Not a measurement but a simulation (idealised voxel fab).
The following is a process module called voxel self aligned vias.
Displayed cross-section: cut, width of 280 nm, square cells sized 5 nm.
Reading order for cross-sections: top band down to bottom band. Underlying form: a grid of square cells. Band size: one or more rows of cells.
The band entry comprises the height of the band's top followed by the height of its bottom, expressed in nm, and subsequently the band's materials from left to right, each stated together with its width in nm. Where a single material is marked with the word "everywhere", that material fills the band from edge to edge. The word "air" represents empty space.
Height is counted from the level 0, under which the received wafer is composed throughout of one material. The lowest of the bands is not closed at the bottom but continues downward, in the notation "0 down".
Graded width ("30 to 40"): value in top row of band = first number; value in bottom row = second number; row-to-row change constant.
"same as before" means the step left every cell of the cross-section as it was.
"Closed void roster": sealed empty spaces, 8 cells or more, no open way to top, listed width x height at distance, with distance from the left edge and width, height and distance in nm.
Where a step's line continues beyond its settings, the continuation is a remark by the simulator itself on that step.
Regarding "overlay nm": on a step with a mask, it is the distance the mask lay to the right of its planned place; a negative value places it to the left.

Planned process steps:
- 1: RECEIVE,material Si
- 2: CONFORMAL_DEP,material SiO2,thk nm 15
- 3: CONFORMAL_DEP,material SiCN,thk nm 5
- 4: DIRECTIONAL_DEP,material SiO2,thk nm 20
- 5: MASKED_ETCH,tone open,mask id LINES,width nm 20,pitch nm 45,etch materials SiO2,depth nm 20,overlay nm 0
- 6: CONFORMAL_DEP,material TiN,thk nm 5
- 7: FILL_DEP,material W,thk nm 5
- 8: CMP,height nm 40
- 9: SELECTIVE_ETCH,etch materials W Ru TiN,depth nm 5
- 10: FILL_DEP,material SiN,thk nm 10
- 11: CMP,height nm 40
- 12: DIRECTIONAL_DEP,material SiO2,thk nm 15
- 13: DIRECTIONAL_DEP,material aC,thk nm 10
- 14: PATTERN,tone open,mask id VIAS,material resist,width nm 30,pitch nm 45,thk nm 25,overlay nm 0
- 15: DIRECTIONAL_ETCH,etch materials aC,depth nm 10
- 16: STRIP,etch materials resist
- 17: DIRECTIONAL_ETCH,etch materials SiO2,depth nm 15
- 18: DIRECTIONAL_ETCH,etch materials SiN,depth nm 5
- 19: STRIP,etch materials aC
- 20: CONFORMAL_DEP,material TiN,thk nm 5
- 21: FILL_DEP,material W,thk nm 5
- 22: CMP,height nm 55
- 23: CONFORMAL_DEP,material SiCN,thk nm 5

As received (post step 1): cross-section:
- 0 down  Si everywhere
- Closed void roster: none

What the wafer looks like in cross-section after this module, when it starts as shown above and follows the plan above but one mistake is made in running it:
- 60 to 55  SiCN everywhere
- 55 to 40  80 of SiO2 | 5 of TiN | 20 of W | 5 of TiN | 15 of SiO2 | 5 of TiN | 20 of W | 5 of TiN | 15 of SiO2 | 5 of TiN | 20 of W | 5 of TiN | 80 of SiO2
- 40 to 35  80 of SiN | 30 of TiN | 15 of SiN | 30 of TiN | 15 of SiN | 30 of TiN | 80 of SiN
- 35 to 20  85 of SiO2 | 5 of TiN | 10 of W | 5 of TiN | 25 of SiO2 | 5 of TiN | 10 of W | 5 of TiN | 25 of SiO2 | 5 of TiN | 10 of W | 5 of TiN | 85 of SiO2
- 20 to 15  85 of SiO2 | 20 of TiN | 25 of SiO2 | 20 of TiN | 25 of SiO2 | 20 of TiN | 85 of SiO2
- 15 to 0  SiO2 everywhere
- 0 down  Si everywhere
- Closed void roster: none
Which mistake was made when the wafer was run? it should be noted that step 3 of the plan was omitted and was not performed
